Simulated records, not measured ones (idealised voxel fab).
Proc. module: voxel air gaps
Cross-sectional view cut (width: 225 nm; square cell size: 5 nm).
A cross-section is written here as square cells arranged in a grid, and it is given in bands from the top down, each band taking up one or more rows of cells.
Within each band entry, the heights of the top and of the bottom of the band appear first, in that order and in nm; the materials of the band then follow from left to right, each with its corresponding width in nm. The designation "throughout" on a single material indicates that it fills the band from edge to edge; the designation "air" indicates empty space.
Measure heights from 0. That's the level where, below it, the as-received wafer is all one material. The lowest band is bottomless and extends downward; write it as in "z 0 and below".
Quick explanation for "30->40": the width changes in equal steps down the rows of cells, from the first number in the band's top row to the second number in its bottom row.
"left unchanged" -> step changed no cross-section cell.
Basically, "Voids, fully enclosed" tells you about the enclosed voids: empty spaces with no open way to the top, 8 cells or bigger, each written width x height at distance, where distance is from the left edge, all in nm.
after a step's settings: what the simulator itself notes on the step
"overlay nm" on a masked step: distance the mask lay right of its planned place, negative for left.

-- plan
1) RECEIVE, material Si
2) CONFORMAL_DEP, material SiO2, thk nm 15
3) CONFORMAL_DEP, material SiN, thk nm 5
4) DIRECTIONAL_DEP, material lowk, thk nm 30
5) DIRECTIONAL_DEP, material aC, thk nm 10
6) PATTERN, tone open, mask id LINES, material resist, width nm 15, pitch nm 40, thk nm 25, overlay nm -15
7) DIRECTIONAL_ETCH, etch materials aC, depth nm 10
8) STRIP, etch materials resist
9) DIRECTIONAL_ETCH, etch materials lowk, depth nm 30
10) STRIP, etch materials aC
11) CONFORMAL_DEP, material TiN, thk nm 5
12) FILL_DEP, material W, thk nm 10
13) CMP, height nm 50
14) EPI, material Ru, thk nm 10
15) SELECTIVE_ETCH, etch materials lowk, depth nm 40
16) CONFORMAL_DEP, material SiCN, thk nm 5
varied across the wafers: overlay nm of step 6. The plan shows the first wafer's value. All wafers start alike

-- Cut through the first of several wafers as received, post step 1
  z 0 and below | Si throughout
  Voids, fully enclosed: none

-- Quick look at the cross-section of the first of several wafers after step 16, which wraps up the module
  z 65 to 60 | air (15), then SiCN (165), then air (45)
  z 60 to 50 | air (15), then SiCN (5), then Ru (35), then SiCN (5), then Ru (35), then SiCN (5), then Ru (35), then SiCN (5), then Ru (35), then SiCN (5), then air (45)
  z 50 to 45 | air (15), then SiCN (15), then TiN (5), then W (5), then TiN (5), then SiCN (25), then TiN (5), then W (5), then TiN (5), then SiCN (25), then TiN (5), then W (5), then TiN (5), then SiCN (25), then TiN (5), then W (5), then TiN (5), then SiCN (15), then air (45)
  z 45 to 25 | air (25), then SiCN (5), then TiN (5), then W (5), then TiN (5), then SiCN (5), then air (15), then SiCN (5), then TiN (5), then W (5), then TiN (5), then SiCN (5), then air (15), then SiCN (5), then TiN (5), then W (5), then TiN (5), then SiCN (5), then air (15), then SiCN (5), then TiN (5), then W (5), then TiN (5), then SiCN (5), then air (55)
  z 25 to 20 | SiCN (30), then TiN (15), then SiCN (25), then TiN (15), then SiCN (25), then TiN (15), then SiCN (25), then TiN (15), then SiCN (60)
  z 20 to 15 | SiN throughout
  z 15 to 0 | SiO2 throughout
  z 0 and below | Si throughout
  Voids, fully enclosed: 15 x 20 at 50; 15 x 20 at 90; 15 x 20 at 130

-- Final wafer of several, shown in cross-section at the end of the module
  z 65 to 60 | air (45), then SiCN (165), then air (15)
  z 60 to 50 | air (45), then SiCN (5), then Ru (35), then SiCN (5), then Ru (35), then SiCN (5), then Ru (35), then SiCN (5), then Ru (35), then SiCN (5), then air (15)
  z 50 to 45 | air (45), then SiCN (15), then TiN (5), then W (5), then TiN (5), then SiCN (25), then TiN (5), then W (5), then TiN (5), then SiCN (25), then TiN (5), then W (5), then TiN (5), then SiCN (25), then TiN (5), then W (5), then TiN (5), then SiCN (15), then air (15)
  z 45 to 25 | air (55), then SiCN (5), then TiN (5), then W (5), then TiN (5), then SiCN (5), then air (15), then SiCN (5), then TiN (5), then W (5), then TiN (5), then SiCN (5), then air (15), then SiCN (5), then TiN (5), then W (5), then TiN (5), then SiCN (5), then air (15), then SiCN (5), then TiN (5), then W (5), then TiN (5), then SiCN (5), then air (25)
  z 25 to 20 | SiCN (60), then TiN (15), then SiCN (25), then TiN (15), then SiCN (25), then TiN (15), then SiCN (25), then TiN (15), then SiCN (30)
  z 20 to 15 | SiN throughout
  z 15 to 0 | SiO2 throughout
  z 0 and below | Si throughout
  Voids, fully enclosed: 15 x 20 at 80; 15 x 20 at 120; 15 x 20 at 160

-- Here is how to read the rows: every wafer has a row, and it shows the wafer at the end of the module, giving for each material how many cells were gained (+) or lost (-) since the wafer was received, then listing its closed voids
overlay nm -15 | +56 Ru | +129 SiCN | +45 SiN | +135 SiO2 | +52 TiN | +20 W | Voids, fully enclosed: 15 x 20 at 50; 15 x 20 at 90; 15 x 20 at 130
overlay nm -10 | +56 Ru | +129 SiCN | +45 SiN | +135 SiO2 | +52 TiN | +20 W | Voids, fully enclosed: 15 x 20 at 55; 15 x 20 at 95; 15 x 20 at 135
overlay nm -5 | +56 Ru | +129 SiCN | +45 SiN | +135 SiO2 | +52 TiN | +20 W | Voids, fully enclosed: 15 x 20 at 60; 15 x 20 at 100; 15 x 20 at 140
overlay nm 0 | +56 Ru | +129 SiCN | +45 SiN | +135 SiO2 | +52 TiN | +20 W | Voids, fully enclosed: 15 x 20 at 65; 15 x 20 at 105; 15 x 20 at 145
overlay nm 5 | +56 Ru | +129 SiCN | +45 SiN | +135 SiO2 | +52 TiN | +20 W | Voids, fully enclosed: 15 x 20 at 70; 15 x 20 at 110; 15 x 20 at 150
overlay nm 10 | +56 Ru | +129 SiCN | +45 SiN | +135 SiO2 | +52 TiN | +20 W | Voids, fully enclosed: 15 x 20 at 75; 15 x 20 at 115; 15 x 20 at 155
overlay nm 15 | +56 Ru | +129 SiCN | +45 SiN | +135 SiO2 | +52 TiN | +20 W | Voids, fully enclosed: 15 x 20 at 80; 15 x 20 at 120; 15 x 20 at 160
